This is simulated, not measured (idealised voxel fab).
process module | voxel self aligned contacts
cross-section cut | 285 nm wide | cells 5 nm
A cross-section is a grid of square cells, given in bands from the top down. A band is one or more rows of cells.
Each band's line starts with the height of the band's top and of its bottom, in nm. Then come its materials from left to right, each with its width in nm. One material with "throughout" fills the band from edge to edge. "air" is empty space.
Height 0 is the level under which the wafer as received is all one material. The lowest band goes on downwards, as in "0 down".
A width such as "30 to 40" changes by the same amount from each row of cells to the next, from the band's top row to its bottom row.
"no change" after a step means that no cell of the cross-section changed.
closed voids: empty space of 8 cells or more with no open way to the top, each as width x height at its distance from the left edge, in nm
after a step's settings: what the simulator itself notes on the step
overlay nm, on a step with a mask: how far to the right of its planned place the mask lay; to the left if negative
plan
1 op RECEIVE | material Si
2 op OXIDIZE | depth nm 5
3 op DIRECTIONAL_DEP | material polySi | thk nm 30
4 op DIRECTIONAL_DEP | material SiN | thk nm 20
5 op MASKED_ETCH | tone cover | mask id GATE | width nm 25 | pitch nm 70 | etch materials SiN | depth nm 20 | overlay nm 0
6 op MASKED_ETCH | tone cover | mask id GATE | width nm 25 | pitch nm 70 | etch materials polySi | depth nm 30 | overlay nm 0
7 op CONFORMAL_DEP | material SiN | thk nm 10
8 op DIRECTIONAL_ETCH | etch materials SiN | depth nm 10
9 op FILL_DEP | material SiO2 | thk nm 20
10 op CMP | height nm 60
11 op DIRECTIONAL_DEP | material aC | thk nm 10
12 op PATTERN | tone open | mask id CONTACT | material resist | width nm 55 | pitch nm 70 | thk nm 30 | overlay nm 0
13 op DIRECTIONAL_ETCH | etch materials aC | depth nm 10
14 op STRIP | etch materials resist
15 op DIRECTIONAL_ETCH | etch materials SiO2 | depth nm 65
16 op STRIP | etch materials aC
17 op CONFORMAL_DEP | material TiN | thk nm 5
18 op FILL_DEP | material W | thk nm 10
19 op CMP | height nm 60
20 op CONFORMAL_DEP | material SiN | thk nm 5
as received, after step 1
  0 down: Si throughout
  closed voids: none
first wafer at the end, as planned
  65 to 60: SiN throughout
  60 to 50: SiO2 80 | TiN 5 to 20 | W 45 to 15 | TiN 5 to 20 | SiO2 15 | TiN 5 to 20 | W 45 to 15 | TiN 5 to 20 | SiO2 80
  50 to 30: SiO2 50 | SiN 45 | TiN 5 | W 15 | TiN 5 | SiN 45 | TiN 5 | W 15 | TiN 5 | SiN 45 | SiO2 50
  30 to 0: SiO2 50 | SiN 10 | polySi 25 | SiN 10 | TiN 5 | W 15 | TiN 5 | SiN 10 | polySi 25 | SiN 10 | TiN 5 | W 15 | TiN 5 | SiN 10 | polySi 25 | SiN 10 | SiO2 50
  0 to -5: SiO2 95 | TiN 25 | SiO2 45 | TiN 25 | SiO2 95
  -5 down: Si throughout
  closed voids: none
second wafer at the end: like start, like plan, one mistake
  65 to 60: SiN throughout
  60 to 55: SiO2 80 | TiN 20 | W 15 | TiN 20 | SiO2 15 | TiN 20 | W 15 | TiN 20 | SiO2 80
  55 to 40: SiO2 50 | SiN 45 | TiN 5 | W 15 | TiN 5 | SiN 45 | TiN 5 | W 15 | TiN 5 | SiN 45 | SiO2 50
  40 to 35: SiO2 50 | SiN 45 | TiN 25 | SiN 45 | TiN 25 | SiN 45 | SiO2 50
  35 to 30: SiN throughout
  30 to 0: polySi throughout
  0 to -5: SiO2 throughout
  -5 down: Si throughout
  closed voids: none
what went wrong: step 4 ran as: op DIRECTIONAL_DEP | material SiN | thk nm 25
at the end the second wafer has, in cells: 15 fewer of SiN | 145 fewer of SiO2 | 32 fewer of TiN | 60 fewer of W | 252 more of polySi
